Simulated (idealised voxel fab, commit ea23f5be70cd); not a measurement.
Presented below is a process module, voxel air gaps.
The width of the displayed cross-section, cut, is 200 nm; its cells are square, with a size of 5 nm.
Just so we're on the same page, the cross-sections are grids of square cells, and they're listed out in bands top to bottom, each band one or more rows deep. Each band's line starts with the height of the band's top and of its bottom, in nm. Then come its materials from left to right, each with its width in nm. One material with "everywhere" fills the band from edge to edge. "blank" is empty space. Height reference: 0 = level under which incoming wafer is all one material. Lowest band: no bottom, runs on downward, e.g. "from 0 down". Width spec "30..40" -> top row of cells at first value, bottom row at second value, equal per-row change in between. You'll sometimes find "stayed the same" written for a step, and that's the way of saying that nowhere in the cross-section did a cell change during that step. Completely sealed voids: empty space of 8 cells or more with no open way to the top, each as width x height at its distance from the left edge, in nm. What comes after the settings on a step's line is commentary from the simulator itself on that step. For masked steps, "overlay nm" on the step line gives how far right of plan the mask actually lay; a minus sign means it lay to the left.

-- Steps in the process plan
1. RECEIVE, material Si
2. CONFORMAL_DEP, material SiO2, thk nm 15
3. CONFORMAL_DEP, material SiN, thk nm 5
4. DIRECTIONAL_DEP, material SiO2, thk nm 35
5. DIRECTIONAL_DEP, material aC, thk nm 15
6. PATTERN, tone open, mask id LINES, material resist, width nm 15, pitch nm 40, thk nm 35, overlay nm 0
7. DIRECTIONAL_ETCH, etch materials aC, depth nm 15
8. STRIP, etch materials resist
9. DIRECTIONAL_ETCH, etch materials SiO2, depth nm 35
10. STRIP, etch materials aC
11. CONFORMAL_DEP, material TiN, thk nm 5
12. FILL_DEP, material W, thk nm 5
13. CMP, height nm 55
14. EPI, material Ru, thk nm 10
15. SELECTIVE_ETCH, etch materials SiO2, depth nm 45
16. CONFORMAL_DEP, material SiCN, thk nm 5

-- Cross-section of the wafer as it came to us, i.e., already through step 1
- from 0 down | Si everywhere
- Completely sealed voids: none

-- What the wafer looks like in cross-section after this module, when it starts as shown above and follows the plan above but one mistake is made in running it
- from 65 to 55 | blank 40 / Ru 35 / blank 5 / Ru 35 / blank 5 / Ru 35 / blank 45
- from 55 to 25 | blank 50 / TiN 5 / W 5 / TiN 5 / blank 25 / TiN 5 / W 5 / TiN 5 / blank 25 / TiN 5 / W 5 / TiN 5 / blank 55
- from 25 to 20 | blank 50 / TiN 15 / blank 25 / TiN 15 / blank 25 / TiN 15 / blank 55
- from 20 to 15 | SiN everywhere
- from 15 to 0 | SiO2 everywhere
- from 0 down | Si everywhere
- Completely sealed voids: none
Processing error: with respect to the plan, step 16 was omitted and not executed
